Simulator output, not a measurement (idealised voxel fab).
The document below concerns the process module designated voxel ribs on slabs.
Displayed cross-section: cut, width of 190 nm, square cells sized 5 nm.
A cross-section in this document is a grid of square cells, and it is written down as bands, the top band listed before the ones below it; a band is made up of one or more rows of cells. The band entry comprises the height of the band's top followed by the height of its bottom, expressed in nm, and subsequently the band's materials from left to right, each stated together with its width in nm. Where a single material is marked with the word "everywhere", that material fills the band from edge to edge. The word "blank" represents empty space. The reference from which all heights are counted is 0, the level beneath which the as-received wafer is entirely one material; the lowest band, having no lower bound, proceeds downward and is written after the example "0 down". So if you see something like "30->40" for the width, read it as the top row of the band sitting at the first number and the bottom row at the second, with every row in between moving by the same amount as the last. "nothing got changed", as given for a step, is the statement that not any cell of the cross-section underwent a change during that step. "Enclosed void inventory" means: voids of 8 cells or more that are shut off from the top with no open way through. Written width x height at distance, distance from the left edge, in nm. Formally, on a step line, whatever follows the settings is a remark that the simulator itself makes on the step. If you see "overlay nm" on a step's line and that step has a mask, it's telling you how far right of where it was planned the mask ended up; a negative number means it went left instead.
THE PLANNED PROCESS STEPS ARE ENUMERATED HEREUNDER
- 1: RECEIVE,material Si
- 2: DIRECTIONAL_DEP,material SiO2,thk nm 20
- 3: DIRECTIONAL_DEP,material SiN,thk nm 25
- 4: DIRECTIONAL_DEP,material aC,thk nm 10
- 5: PATTERN,tone cover,mask id RIB,material resist,width nm 20,thk nm 30,overlay nm 0
- 6: DIRECTIONAL_ETCH,etch materials aC,depth nm 10
- 7: STRIP,etch materials resist
- 8: DIRECTIONAL_ETCH,etch materials SiN,depth nm 10
- 9: STRIP,etch materials aC
- 10: DIRECTIONAL_DEP,material aC,thk nm 15
- 11: PATTERN,tone cover,mask id SLAB,material resist,width nm 80,thk nm 35,overlay nm 0
- 12: DIRECTIONAL_ETCH,etch materials aC,depth nm 15
- 13: STRIP,etch materials resist
- 14: DIRECTIONAL_ETCH,etch materials SiN,depth nm 15
- 15: STRIP,etch materials aC
- 16: FILL_DEP,material SiO2,thk nm 20
- 17: CMP,height nm 55
- 18: DIRECTIONAL_DEP,material W,thk nm 5
- 19: MASKED_ETCH,tone cover,mask id HEATER,width nm 30,etch materials W,depth nm 5,overlay nm 0
- 20: CONFORMAL_DEP,material SiN,thk nm 5
SHOWN IN CROSS-SECTION IS THE WAFER AS RECEIVED, THAT IS, AS IT STANDS AFTER STEP 1
> 0 down | Si everywhere
> Enclosed void inventory: none
END STATE OF THE MODULE IN CROSS-SECTION, GIVEN THE ABOVE STARTING POINT AND PLAN AND ONE MISTAKE IN EXECUTION
> 65 to 60 | blank 75 nm  SiN 40 nm  blank 75 nm
> 60 to 55 | SiN 80 nm  W 30 nm  SiN 80 nm
> 55 to 45 | SiO2 everywhere
> 45 to 35 | SiO2 85 nm  SiN 20 nm  SiO2 85 nm
> 35 to 20 | SiO2 50 nm  SiN 90 nm  SiO2 50 nm
> 20 to 0 | SiO2 everywhere
> 0 down | Si everywhere
> Enclosed void inventory: none
Which mistake was made when the wafer was run? for step 11, the planned setting was not used; the step was instead run as PATTERN,tone cover,mask id SLAB,material resist,width nm 90,thk nm 35,overlay nm 0
